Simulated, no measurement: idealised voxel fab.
This is a process module. Its name is voxel ribs on slabs.
Displayed cross-section: cut, width of 190 nm, square cells sized 5 nm.
Cross-sections here: square-cell grids, written as top-down lists of bands, a band being one or more rows of cells.
A band entry consists of two parts. The first gives the height of the band's top and the height of its bottom, in nm. The rest lists the band's materials from left to right, each with its width in nm. A single material labelled with the word "full width" fills the band from edge to edge, and the word "blank" marks empty space.
Note: height 0 marks the level under which the wafer is uniformly one material as received. Lowest band unbounded below, written "from 0 down".
The width entry "30 to 40" should be interpreted row by row: the top row of cells in the band takes the first number, the bottom row takes the second number, and the change between adjacent rows is uniform throughout.
"stayed the same" (step): cross-section cells unchanged, all of them.
"Enclosed internal cavities" enumerates empty spaces isolated from the top, with no open way to it, that contain at least 8 cells, giving each as width x height at distance from the left edge, all three in nm.
Where a step's line continues beyond its settings, the continuation is a remark by the simulator itself on that step.
overlay nm: where the mask lay relative to plan, measured to the right, on steps with a mask; negatives go left.
# The process steps that were planned are listed below
| 1 | RECEIVE: material Si |
| 2 | DIRECTIONAL_DEP: material SiO2, thk nm 20 |
| 3 | DIRECTIONAL_DEP: material SiN, thk nm 25 |
| 4 | DIRECTIONAL_DEP: material aC, thk nm 10 |
| 5 | PATTERN: tone cover, mask id RIB, material resist, width nm 20, thk nm 30, overlay nm -15 |
| 6 | DIRECTIONAL_ETCH: etch materials aC, depth nm 10 |
| 7 | STRIP: etch materials resist |
| 8 | DIRECTIONAL_ETCH: etch materials SiN, depth nm 10 |
| 9 | STRIP: etch materials aC |
| 10 | DIRECTIONAL_DEP: material aC, thk nm 15 |
| 11 | PATTERN: tone cover, mask id SLAB, material resist, width nm 80, thk nm 35, overlay nm 0 |
| 12 | DIRECTIONAL_ETCH: etch materials aC, depth nm 15 |
| 13 | STRIP: etch materials resist |
| 14 | DIRECTIONAL_ETCH: etch materials SiN, depth nm 15 |
| 15 | STRIP: etch materials aC |
| 16 | FILL_DEP: material SiO2, thk nm 20 |
| 17 | CMP: height nm 55 |
| 18 | DIRECTIONAL_DEP: material W, thk nm 5 |
| 19 | MASKED_ETCH: tone cover, mask id HEATER, width nm 30, etch materials W, depth nm 5, overlay nm 0 |
| 20 | CONFORMAL_DEP: material SiN, thk nm 5 |
Wafers differ in overlay nm at step 5; plan lists the first wafer's value; identical starting state.
# Cross-sectional view of the first of several wafers in the as-received condition, corresponding to the state following step 1
  from 0 down | Si full width
  Enclosed internal cavities: none
# Every row in this table is a wafer at the end of the module, and it gives, for each of the materials, the cells that wafer has gained (+) or lost (-) since it was received, then its closed voids
overlay nm -15; +96 SiN; +362 SiO2; +6 W; Enclosed internal cavities: none
overlay nm -10; +96 SiN; +362 SiO2; +6 W; Enclosed internal cavities: none
overlay nm -5; +96 SiN; +362 SiO2; +6 W; Enclosed internal cavities: none
overlay nm 0; +96 SiN; +362 SiO2; +6 W; Enclosed internal cavities: none
overlay nm 5; +96 SiN; +362 SiO2; +6 W; Enclosed internal cavities: none
overlay nm 10; +96 SiN; +362 SiO2; +6 W; Enclosed internal cavities: none
overlay nm 15; +96 SiN; +362 SiO2; +6 W; Enclosed internal cavities: none
